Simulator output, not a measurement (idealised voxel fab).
The following is a process module called voxel capacitor over wiring.
For reference, the cross-section in this document is cut, with width 280 nm and square cells of 5 nm.
In this document a cross-section is written as a grid of square cells. It is given as a series of bands, listed from the top down, and a band is one or more rows of cells. The entry gives the band's vertical extent as a top height and a bottom height in nm, then its horizontal make-up as materials from left to right, each with a width in nm. "empty" stands for empty space; a single material marked "throughout" fills the band edge to edge. Zero point of the height axis is 0; under it, received wafer = one material. Lowest band: continues down indefinitely, "0 and below". A width given as "30->40" starts at the first number in the band's top row and ends at the second number in its bottom row, shifting by an equal amount at every step from row to row. Where the words "nothing was modified" appear for a step, the cross-section shows no cell changed by that step; every cell remained as before. The entry "Non-vented voids" lists the empty spaces that cover at least 8 cells and have no open path to the top. Each is written as width x height at distance, where the distance is measured from the left edge and all three values are in nm. On a step's line, text after the settings is the simulator commenting on that step. The setting "overlay nm" may be written on the line of a step. When the step uses a mask, the value reports how far to the right of the planned place the mask lay, and a negative value reports that it lay to the left.

# Steps in the process plan
step 1: RECEIVE, material Si
step 2: CONFORMAL_DEP, material SiO2, thk nm 10
step 3: CONFORMAL_DEP, material SiN, thk nm 5
step 4: DIRECTIONAL_DEP, material lowk, thk nm 20
step 5: DIRECTIONAL_DEP, material aC, thk nm 10
step 6: PATTERN, tone open, mask id METAL_1, material resist, width nm 30, pitch nm 80, thk nm 25, overlay nm 0
step 7: DIRECTIONAL_ETCH, etch materials aC, depth nm 10
step 8: STRIP, etch materials resist
step 9: DIRECTIONAL_ETCH, etch materials lowk, depth nm 20
step 10: DIRECTIONAL_ETCH, etch materials SiN, depth nm 5
step 11: STRIP, etch materials aC
step 12: CONFORMAL_DEP, material TiN, thk nm 5
step 13: FILL_DEP, material Ru, thk nm 10
step 14: CMP, height nm 35
step 15: EPI, material Ru, thk nm 5
step 16: FILL_DEP, material SiCN, thk nm 5
step 17: DIRECTIONAL_DEP, material SiO2, thk nm 20
step 18: PATTERN, tone open, mask id PLUG_1, material resist, width nm 15, thk nm 15, overlay nm 0
step 19: DIRECTIONAL_ETCH, etch materials SiO2, depth nm 20
step 20: DIRECTIONAL_ETCH, etch materials SiCN, depth nm 5
step 21: STRIP, etch materials resist
step 22: EPI, material Ru, thk nm 10
step 23: EPI, material Ru, thk nm 10
step 24: EPI, material Ru, thk nm 5
step 25: DIRECTIONAL_DEP, material TiN, thk nm 5
step 26: DIRECTIONAL_DEP, material Al2O3, thk nm 5
step 27: DIRECTIONAL_DEP, material TiN, thk nm 5
step 28: MASKED_ETCH, tone cover, mask id UPPER_PLATE, width nm 55, etch materials TiN, depth nm 5, overlay nm 0
step 29: MASKED_ETCH, tone cover, mask id UPPER_PLATE, width nm 55, etch materials Al2O3, depth nm 5, overlay nm 0
step 30: PATTERN, tone cover, mask id LOWER_PLATE, material resist, width nm 55, thk nm 20, overlay nm 0
step 31: DIRECTIONAL_ETCH, etch materials TiN, depth nm 5
step 32: STRIP, etch materials resist
step 33: FILL_DEP, material SiO2, thk nm 15
step 34: CMP, height nm 90
step 35: PATTERN, tone open, mask id PLUG_2, material resist, width nm 15, thk nm 20, overlay nm 0
step 36: DIRECTIONAL_ETCH, etch materials SiO2, depth nm 10
step 37: STRIP, etch materials resist
step 38: CONFORMAL_DEP, material TiN, thk nm 5
step 39: FILL_DEP, material W, thk nm 5
step 40: CMP, height nm 90
step 41: CONFORMAL_DEP, material SiN, thk nm 5
The wafers in this document start out alike and differ in the width nm applied at step 30; the plan shows the value used for the first wafer.

# The as-received cross-section of the first of several wafers corresponds to the state after step 1
0 and below | Si throughout
Non-vented voids: none

# Here is how to read the rows: every wafer has a row, and it shows the wafer at the end of the module, giving for each material how many cells were gained (+) or lost (-) since the wafer was received, then listing its closed voids
width nm 55; +11 Al2O3; +63 Ru; +93 SiCN; +100 SiN; +565 SiO2; +55 TiN; +1 W; +176 lowk; Non-vented voids: none
width nm 60; +11 Al2O3; +63 Ru; +93 SiCN; +100 SiN; +564 SiO2; +56 TiN; +1 W; +176 lowk; Non-vented voids: none
width nm 65; +11 Al2O3; +63 Ru; +93 SiCN; +100 SiN; +563 SiO2; +57 TiN; +1 W; +176 lowk; Non-vented voids: none
width nm 70; +11 Al2O3; +63 Ru; +93 SiCN; +100 SiN; +562 SiO2; +58 TiN; +1 W; +176 lowk; Non-vented voids: none
width nm 75; +11 Al2O3; +63 Ru; +93 SiCN; +100 SiN; +561 SiO2; +59 TiN; +1 W; +176 lowk; Non-vented voids: none
width nm 80; +11 Al2O3; +63 Ru; +93 SiCN; +100 SiN; +560 SiO2; +60 TiN; +1 W; +176 lowk; Non-vented voids: none
